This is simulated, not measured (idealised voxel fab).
The following is a process module called voxel air gaps.
Square cell edge 5 nm, section width 165 nm, ID cut.
How to read a cross-section here: the picture is a grid of square cells, written as bands going from the top down, and any band can span one or more rows of cells. Each band's line starts with the height of the band's top and of its bottom, in nm. Then come its materials from left to right, each with its width in nm. One material with "full width" fills the band from edge to edge. "air" is empty space. Basically, 0 is our baseline, since under it the wafer straight out of the box is all one material. The bottom band has no lower end and keeps on going down, so it looks like "0 nm and below". Width "30..40": first value at the band's top row of cells, second value at its bottom row, equal change from row to row. "no modification", as given for a step, is the statement that not any cell of the cross-section underwent a change during that step. Each empty space that has no open way to the top and spans at least 8 cells appears under "Non-vented voids" as width x height at distance, the distance counted from the left edge, all in nm. On each step's line, the part that comes after the settings is the simulator's own comment on the step. You can add "overlay nm" to a step's line. For a step with a mask, it describes how far the mask lay to the right of its planned position, and a negative number describes a lay to the left.

The process steps that were planned are listed below:
- 1: RECEIVE [material Si]
- 2: CONFORMAL_DEP [material SiO2] [thk nm 15]
- 3: CONFORMAL_DEP [material SiCN] [thk nm 5]
- 4: DIRECTIONAL_DEP [material lowk] [thk nm 30]
- 5: DIRECTIONAL_DEP [material aC] [thk nm 10]
- 6: PATTERN [tone open] [mask id LINES] [material resist] [width nm 20] [pitch nm 45] [thk nm 25] [overlay nm 0]
- 7: DIRECTIONAL_ETCH [etch materials aC] [depth nm 10]
- 8: STRIP [etch materials resist]
- 9: DIRECTIONAL_ETCH [etch materials lowk] [depth nm 30]
- 10: STRIP [etch materials aC]
- 11: CONFORMAL_DEP [material TiN] [thk nm 5]
- 12: FILL_DEP [material Ru] [thk nm 5]
- 13: CMP [height nm 50]
- 14: EPI [material Ru] [thk nm 10]
- 15: SELECTIVE_ETCH [etch materials lowk] [depth nm 40]
- 16: CONFORMAL_DEP [material SiCN] [thk nm 5]

Wafer at receipt (post step 1), cross-section:
  0 nm and below = Si full width
  Non-vented voids: none

Cross-section taken at module completion on the first of two wafers; processed per the plan:
  65 nm to 60 nm = 10 of air  140 of SiCN  15 of air
  60 nm to 50 nm = 10 of air  5 of SiCN  40 of Ru  5 of SiCN  40 of Ru  5 of SiCN  40 of Ru  5 of SiCN  15 of air
  50 nm to 45 nm = 10 of air  15 of SiCN  5 of TiN  10 of Ru  5 of TiN  25 of SiCN  5 of TiN  10 of Ru  5 of TiN  25 of SiCN  5 of TiN  10 of Ru  5 of TiN  15 of SiCN  15 of air
  45 nm to 25 nm = 20 of air  5 of SiCN  5 of TiN  10 of Ru  5 of TiN  5 of SiCN  15 of air  5 of SiCN  5 of TiN  10 of Ru  5 of TiN  5 of SiCN  15 of air  5 of SiCN  5 of TiN  10 of Ru  5 of TiN  5 of SiCN  25 of air
  25 nm to 20 nm = 25 of SiCN  20 of TiN  25 of SiCN  20 of TiN  25 of SiCN  20 of TiN  30 of SiCN
  20 nm to 15 nm = SiCN full width
  15 nm to 0 nm = SiO2 full width
  0 nm and below = Si full width
  Non-vented voids: 15 x 20 at 50; 15 x 20 at 95

Second wafer at the end: like start, like plan, one mistake:
  75 nm to 70 nm = 160 of SiCN  5 of air
  70 nm to 50 nm = 5 of SiCN  150 of Ru  5 of SiCN  5 of air
  50 nm to 45 nm = 25 of SiCN  5 of TiN  10 of Ru  5 of TiN  25 of lowk  5 of TiN  10 of Ru  5 of TiN  25 of lowk  5 of TiN  10 of Ru  5 of TiN  25 of SiCN  5 of air
  45 nm to 25 nm = 20 of air  5 of SiCN  5 of TiN  10 of Ru  5 of TiN  25 of lowk  5 of TiN  10 of Ru  5 of TiN  25 of lowk  5 of TiN  10 of Ru  5 of TiN  5 of SiCN  25 of air
  25 nm to 20 nm = 25 of SiCN  20 of TiN  25 of lowk  20 of TiN  25 of lowk  20 of TiN  30 of SiCN
  20 nm to 15 nm = SiCN full width
  15 nm to 0 nm = SiO2 full width
  0 nm and below = Si full width
  Non-vented voids: 20 x 20 at 0
Run error: plan step 14 was twice executed
The second wafer ends with more or fewer cells of some materials than the first, per final count: Ru +72, SiCN -28, lowk +60
At process end, closed voids number 2 in the first wafer and 1 in the second wafer.
